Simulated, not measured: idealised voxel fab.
process module | voxel self aligned contacts
cross-section cut | 160 nm wide | cells 5 nm
A cross-section is a grid of square cells, given in bands from the top down. A band is one or more rows of cells.
Each band's line starts with the height of the band's top and of its bottom, in nm. Then come its materials from left to right, each with its width in nm. One material with "throughout" fills the band from edge to edge. "air" is empty space.
Height 0 is the level under which the wafer as received is all one material. The lowest band goes on downwards, as in "0 down".
A width such as "30 to 40" changes by the same amount from each row of cells to the next, from the band's top row to its bottom row.
"no change" after a step means that no cell of the cross-section changed.
closed voids: empty space of 8 cells or more with no open way to the top, each as width x height at its distance from the left edge, in nm
after a step's settings: what the simulator itself notes on the step
overlay nm, on a step with a mask: how far to the right of its planned place the mask lay; to the left if negative
plan
1 op RECEIVE | material Si
2 op CONFORMAL_DEP | material SiO2 | thk nm 5
3 op DIRECTIONAL_DEP | material polySi | thk nm 20
4 op DIRECTIONAL_DEP | material SiN | thk nm 20
5 op MASKED_ETCH | tone cover | mask id GATE | width nm 30 | pitch nm 75 | etch materials SiN | depth nm 20 | overlay nm 0
6 op MASKED_ETCH | tone cover | mask id GATE | width nm 30 | pitch nm 75 | etch materials polySi | depth nm 20 | overlay nm 0
7 op CONFORMAL_DEP | material SiN | thk nm 10
8 op DIRECTIONAL_ETCH | etch materials SiN | depth nm 10
9 op FILL_DEP | material SiO2 | thk nm 15
10 op CMP | height nm 50
11 op PATTERN | tone open | mask id CONTACT | material resist | width nm 55 | thk nm 20 | overlay nm 0
12 op DIRECTIONAL_ETCH | etch materials SiO2 | depth nm 50
13 op STRIP | etch materials resist
14 op CONFORMAL_DEP | material TiN | thk nm 5
15 op FILL_DEP | material W | thk nm 10
16 op CMP | height nm 50
17 op CONFORMAL_DEP | material SiN | thk nm 5
as received, after step 1
  0 down: Si throughout
  closed voids: none
first wafer at the end, as planned
  55 to 50: SiN throughout
  50 to 45: SiO2 50 | TiN 20 | W 15 | TiN 20 | SiO2 55
  45 to 25: SiO2 15 | SiN 50 | TiN 5 | W 15 | TiN 5 | SiN 50 | SiO2 20
  25 to 5: SiO2 15 | SiN 10 | polySi 30 | SiN 10 | TiN 5 | W 15 | TiN 5 | SiN 10 | polySi 30 | SiN 10 | SiO2 20
  5 to 0: SiO2 65 | TiN 25 | SiO2 70
  0 down: Si throughout
  closed voids: none
second wafer at the end: like start, like plan, one mistake
  55 to 50: SiN throughout
  50 to 45: TiN 70 | W 15 | TiN 75
  45 to 25: SiO2 15 | SiN 50 | TiN 5 | W 15 | TiN 5 | SiN 50 | SiO2 20
  25 to 5: SiO2 15 | SiN 10 | polySi 30 | SiN 10 | TiN 5 | W 15 | TiN 5 | SiN 10 | polySi 30 | SiN 10 | SiO2 20
  5 to 0: SiO2 65 | TiN 25 | SiO2 70
  0 down: Si throughout
  closed voids: none
what went wrong: step 10 ran as: op CMP | height nm 45
at the end the second wafer has, in cells: 21 fewer of SiO2 | 21 more of TiN
